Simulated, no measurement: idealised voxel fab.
Herein follows the process module entitled voxel local oxidation.
Shown is cross-section cut, with a width of 245 nm and square cells of size 5 nm.
For the purposes of this document, a cross-section shall be understood as a grid of square cells, specified as bands listed in top-to-bottom order, each band consisting of one or more rows of cells.
This entry defines a band. It first specifies the height of the band's top and the height of its bottom in nm, and then specifies the band's materials from left to right, stating each material with its width in nm. The word "everywhere" identifies a single material that fills the band from edge to edge, while the word "empty" identifies empty space.
A quick word on heights: they are counted from 0, and under that level the wafer as it came to us is one material throughout. The lowest band is different from the rest in having no bottom; it simply continues downward, written as in "from 0 down".
The two numbers in a width such as "30 to 40" mark its ends across the band: the first belongs to the top row of cells, the second to the bottom row, and from each row to the next the width moves by the same amount.
"no alterations made" after a step means that no cell of the cross-section changed.
The entry "Enclosed void listing" lists the empty spaces that cover at least 8 cells and have no open path to the top. Each is written as width x height at distance, where the distance is measured from the left edge and all three values are in nm.
Text after the settings on a step's line: the simulator's own remark on that step.
overlay nm: mask right of planned place by this much (step with mask). Neg. = left.
STEPS IN THE PROCESS PLAN
- 1: op RECEIVE | material Si
- 2: op OXIDIZE | depth nm 5
- 3: op CONFORMAL_DEP | material SiN | thk nm 15
- 4: op DIRECTIONAL_DEP | material aC | thk nm 15
- 5: op PATTERN | tone cover | mask id ACTIVE | material resist | width nm 105 | thk nm 30 | overlay nm 0
- 6: op DIRECTIONAL_ETCH | etch materials aC | depth nm 15
- 7: op STRIP | etch materials resist
- 8: op DIRECTIONAL_ETCH | etch materials SiN | depth nm 15
- 9: op STRIP | etch materials aC
- 10: op SELECTIVE_ETCH | etch materials SiO2 | depth nm 5
- 11: op OXIDIZE | depth nm 15
- 12: op STRIP | etch materials SiN
AS-RECEIVED STATE OF THE WAFER IN CROSS-SECTION, EQUIVALENT TO POST-STEP 1
from 0 down: Si everywhere
Enclosed void listing: none
WAFER AT MODULE END, IN SECTION. BEGAN AS ABOVE, PLANNED AS ABOVE, RUN WITH ONE MISTAKE
from 0 to -5: empty (75), then SiO2 (95), then empty (75)
from -5 to -30: SiO2 (100), then Si (45), then SiO2 (100)
from -30 down: Si everywhere
Enclosed void listing: none
Processing error: the process deviated at step 11: the operation and settings actually run there were op OXIDIZE | depth nm 25
